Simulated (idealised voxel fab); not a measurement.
Module name: voxel self aligned vias (process module)
The figure presents cross-section cut, which has a width of 235 nm and is divided into square cells with an edge length of 5 nm.
This document writes a cross-section as a grid whose cells are square, and gives it as bands, listed from the top down; one or more rows of cells form a band. Basically the band line says how high the top is and how high the bottom is, in nm, and then what's in it from left to right, every material with its width in nm. Empty space shows up as "empty", and if a single material carries "edge to edge" it runs the full band edge to edge. Counting heights begins at 0, where everything beneath is, in the wafer as received, one material. The lowest band has no bottom; it goes on downwards, as "z 0 and below" shows. Width spec "30 to 40" -> top row of cells at first value, bottom row at second value, equal per-row change in between. Given "nothing was modified" for a step, no cell of the cross-section differs between before and after that step. The entry titled "Closed void listing" provides the empty spaces that have no open way to the top, restricted to those of 8 cells or more. Each is presented as width x height at distance, the distance being measured from the left edge, with all three in nm. On a step's line, text after the settings is the simulator commenting on that step. "overlay nm", when on a step's line for a step with a mask, measures how far to the right of its planned place the mask lay; a negative measure means to the left.

-- Set out below are the planned steps of the process
1. RECEIVE: material Si
2. CONFORMAL_DEP: material SiO2, thk nm 15
3. CONFORMAL_DEP: material SiCN, thk nm 5
4. DIRECTIONAL_DEP: material SiO2, thk nm 30
5. DIRECTIONAL_DEP: material aC, thk nm 15
6. PATTERN: tone open, mask id LINES, material resist, width nm 25, pitch nm 60, thk nm 30, overlay nm 0
7. DIRECTIONAL_ETCH: etch materials aC, depth nm 15
8. STRIP: etch materials resist
9. DIRECTIONAL_ETCH: etch materials SiO2, depth nm 30
10. STRIP: etch materials aC
11. CONFORMAL_DEP: material TiN, thk nm 5
12. FILL_DEP: material W, thk nm 10
13. CMP: height nm 50
14. SELECTIVE_ETCH: etch materials W Ru TiN, depth nm 10
15. FILL_DEP: material SiN, thk nm 10
16. CMP: height nm 50
17. DIRECTIONAL_DEP: material SiO2, thk nm 15
18. MASKED_ETCH: tone open, mask id VIAS, width nm 45, etch materials SiO2, depth nm 15, overlay nm 0
19. MASKED_ETCH: tone open, mask id VIAS, width nm 45, etch materials SiN, depth nm 10, overlay nm 0
20. CONFORMAL_DEP: material TiN, thk nm 5
21. FILL_DEP: material Ru, thk nm 5
22. CMP: height nm 65
23. CONFORMAL_DEP: material SiN, thk nm 5

-- So this is the incoming wafer in cross-section - it's already been through step 1
    z 0 and below = Si edge to edge
    Closed void listing: none

-- first wafer at the end, as planned
    z 70 to 65 = SiN edge to edge
    z 65 to 55 = 65 SiO2; 5 TiN; 35 Ru; 5 TiN; 125 SiO2
    z 55 to 50 = 65 SiO2; 15 TiN; 15 Ru; 15 TiN; 125 SiO2
    z 50 to 45 = 75 SiO2; 5 TiN; 15 Ru; 5 TiN; 35 SiO2; 25 SiN; 75 SiO2
    z 45 to 40 = 75 SiO2; 25 TiN; 35 SiO2; 25 SiN; 75 SiO2
    z 40 to 25 = 75 SiO2; 5 TiN; 15 W; 5 TiN; 35 SiO2; 5 TiN; 15 W; 5 TiN; 75 SiO2
    z 25 to 20 = 75 SiO2; 25 TiN; 35 SiO2; 25 TiN; 75 SiO2
    z 20 to 15 = SiCN edge to edge
    z 15 to 0 = SiO2 edge to edge
    z 0 and below = Si edge to edge
    Closed void listing: none

-- Same start, same plan as the first wafer - but one mistake in the run. Cross-section of the second of the two at the end of the module
    z 70 to 65 = SiN edge to edge
    z 65 to 50 = 65 SiO2; 5 TiN; 35 Ru; 5 TiN; 125 SiO2
    z 50 to 45 = 65 SiN; 15 TiN; 15 Ru; 15 TiN; 125 SiN
    z 45 to 40 = 75 SiO2; 25 TiN; 35 SiO2; 25 SiN; 75 SiO2
    z 40 to 20 = 75 SiO2; 5 TiN; 15 W; 5 TiN; 35 SiO2; 5 TiN; 15 W; 5 TiN; 75 SiO2
    z 20 to 15 = 75 SiO2; 25 TiN; 35 SiO2; 25 TiN; 75 SiO2
    z 15 to 0 = SiO2 edge to edge
    z 0 and below = Si edge to edge
    Closed void listing: none
So what did we get wrong on this run? plan step 3 was not performed, having been skipped
Final wafer comparison in cells, second versus first, more or fewer per material: Ru: 4 more, SiCN: 47 fewer, SiN: 33 more, TiN: 4 more, W: 6 more
